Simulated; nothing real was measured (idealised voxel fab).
The process module presented herein is designated voxel self aligned contacts.
This is section cut - it's 205 nm across, gridded in 5 nm square cells.
Cross-section spec: square-cell grid; bands listed top down; each band is one or more rows. For a band, the entry starts with two heights in nm, that of the top and then that of the bottom, and carries on with the band's materials in order from left to right, each alongside its width in nm; the word "edge to edge" beside a single material means it fills the band edge to edge, and "empty" means empty space. Convention: height 0 is the level below which the wafer, as received, is all one material. The lowest band does not terminate at the bottom but continues downward, represented as "0 and below". You'd read "30..40" like this: the band's top row of cells is as wide as the first number, its bottom row is as wide as the second, and going down, every row changes width by the same amount as the row before did. Given "all unchanged" for a step, no cell of the cross-section differs between before and after that step. Closed-off voids of 8+ cells (no open route to the top) go in "Enclosed empty spaces", written width x height at distance from the left edge, in nm. Post-settings text on a step line: simulator's own remark regarding the step. overlay nm: how far to the right of its planned place the mask lay on this masked step (negative: to the left).

Set out below are the planned steps of the process
step 1: RECEIVE: material Si
step 2: OXIDIZE: depth nm 5
step 3: DIRECTIONAL_DEP: material polySi, thk nm 30
step 4: DIRECTIONAL_DEP: material SiN, thk nm 20
step 5: PATTERN: tone cover, mask id GATE, material resist, width nm 35, pitch nm 65, thk nm 20, overlay nm 0
step 6: DIRECTIONAL_ETCH: etch materials SiN, depth nm 20
step 7: DIRECTIONAL_ETCH: etch materials polySi, depth nm 30
step 8: STRIP: etch materials resist
step 9: CONFORMAL_DEP: material SiN, thk nm 5
step 10: DIRECTIONAL_ETCH: etch materials SiN, depth nm 5
step 11: FILL_DEP: material SiO2, thk nm 15
step 12: CMP: height nm 55
step 13: MASKED_ETCH: tone open, mask id CONTACT, width nm 50, pitch nm 65, etch materials SiO2, depth nm 60, overlay nm 0
step 14: CONFORMAL_DEP: material TiN, thk nm 5
step 15: FILL_DEP: material W, thk nm 5
step 16: CMP: height nm 55
step 17: CONFORMAL_DEP: material SiCN, thk nm 5

Shown in cross-section is the wafer as received, that is, as it stands after step 1
> 0 and below  Si edge to edge
> Enclosed empty spaces: none

Cross-section: first of two wafers, module finished, run according to plan
> 60 down to 55  SiCN edge to edge
> 55 down to 50  SiO2: 45, TiN: 20, W: 10, TiN: 20, SiO2: 15, TiN: 20, W: 10, TiN: 20, SiO2: 45
> 50 down to 30  SiO2: 15, SiN: 45, TiN: 5, W: 10, TiN: 5, SiN: 45, TiN: 5, W: 10, TiN: 5, SiN: 45, SiO2: 15
> 30 down to 0  SiO2: 15, SiN: 5, polySi: 35, SiN: 5, TiN: 5, W: 10, TiN: 5, SiN: 5, polySi: 35, SiN: 5, TiN: 5, W: 10, TiN: 5, SiN: 5, polySi: 35, SiN: 5, SiO2: 15
> 0 down to -5  SiO2: 60, TiN: 20, SiO2: 45, TiN: 20, SiO2: 60
> -5 and below  Si edge to edge
> Enclosed empty spaces: none

Cross-section at end of module for the second wafer of two, which matched the first in starting point and plan and differed by one mistake in its processing
> 60 down to 55  SiCN edge to edge
> 55 down to 50  SiO2: 45, TiN: 20, W: 15, TiN: 15, SiO2: 15, TiN: 20, W: 15, TiN: 15, SiO2: 45
> 50 down to 30  SiO2: 20, SiN: 40, TiN: 5, W: 15, TiN: 5, SiN: 40, TiN: 5, W: 15, TiN: 5, SiN: 40, SiO2: 15
> 30 down to 0  SiO2: 20, SiN: 5, polySi: 30, SiN: 5, TiN: 5, W: 15, TiN: 5, SiN: 5, polySi: 30, SiN: 5, TiN: 5, W: 15, TiN: 5, SiN: 5, polySi: 30, SiN: 5, SiO2: 15
> 0 down to -5  SiO2: 60, TiN: 25, SiO2: 40, TiN: 25, SiO2: 55
> -5 and below  Si edge to edge
> Enclosed empty spaces: none
Diagnosis: for step 5, the planned setting was not used; the step was instead run as PATTERN: tone cover, mask id GATE, material resist, width nm 30, pitch nm 65, thk nm 20, overlay nm 0
Looking at both finished wafers in cells, the second ends up ahead of or behind the first on some materials: SiN -12, SiO2 +8, W +22, polySi -18
